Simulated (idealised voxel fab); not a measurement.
Proc. module: voxel quadruple lines
We display cut, a cross-section 140 nm in width whose square cells are each 5 nm.
Cross-section format: a grid of square cells, given as bands from top to bottom; each band is one or more rows of cells. Heads up on the band format: heights come first, top then bottom, in nm. After that it's the materials left to right, each with its width in nm. A single material flagged "full width" fills the whole band edge to edge, and "empty" means there's empty space there. Zero point of the height axis is 0; under it, received wafer = one material. Lowest band: continues down indefinitely, "0..down". With a width like "30..40", each row of cells in the band differs from the next by the same amount, the top row carrying the first number and the bottom row the second. What does "nothing different" mean for a step? It means no cell of the cross-section changed in that step. In "Fully sealed cavities" the enclosed voids are listed, meaning empty spaces of 8 cells or larger without any opening to the top. The form is width x height at distance, distance from the left edge, units nm. That trailing text on a step's line, after the settings, is the simulator's own remark on the step. The line of a step may include "overlay nm". On a step with a mask, this value is how far to the right of its planned place the mask lay. A negative value means the mask lay to the left.

Below is the list of planned process steps
- 1: RECEIVE [material Si]
- 2: CONFORMAL_DEP [material Al2O3] [thk nm 10]
- 3: DIRECTIONAL_DEP [material W] [thk nm 15]
- 4: DIRECTIONAL_DEP [material polySi] [thk nm 20]
- 5: DIRECTIONAL_DEP [material aC] [thk nm 20]
- 6: PATTERN [tone cover] [mask id MANDREL] [material resist] [width nm 20] [thk nm 25] [overlay nm 0]
- 7: DIRECTIONAL_ETCH [etch materials aC] [depth nm 20]
- 8: STRIP [etch materials resist]
- 9: CONFORMAL_DEP [material SiO2] [thk nm 10]
- 10: DIRECTIONAL_ETCH [etch materials SiO2] [depth nm 10]
- 11: STRIP [etch materials aC]
- 12: DIRECTIONAL_ETCH [etch materials polySi] [depth nm 20]
- 13: STRIP [etch materials SiO2]
- 14: CONFORMAL_DEP [material SiN] [thk nm 5]
- 15: DIRECTIONAL_ETCH [etch materials SiN] [depth nm 5]
- 16: STRIP [etch materials polySi]
- 17: DIRECTIONAL_ETCH [etch materials W] [depth nm 15]
- 18: STRIP [etch materials SiN]
- 19: FILL_DEP [material lowk] [thk nm 5]
- 20: CMP [height nm 25]

Cross-section: wafer on arrival = after step 1
0..down = Si full width
Fully sealed cavities: none

Figure: cross-sectional view of the wafer upon completion of the module, processed from the initial state and according to the plan depicted above, with one error introduced during execution
25..10 = 45 nm lowk; 5 nm W; 10 nm lowk; 5 nm W; 15 nm lowk; 5 nm W; 10 nm lowk; 5 nm W; 40 nm lowk
10..0 = Al2O3 full width
0..down = Si full width
Fully sealed cavities: none
Deviation noted in wafer processing: step 6 was not run as planned; what actually ran was PATTERN [tone cover] [mask id MANDREL] [material resist] [width nm 25] [thk nm 25] [overlay nm 0]
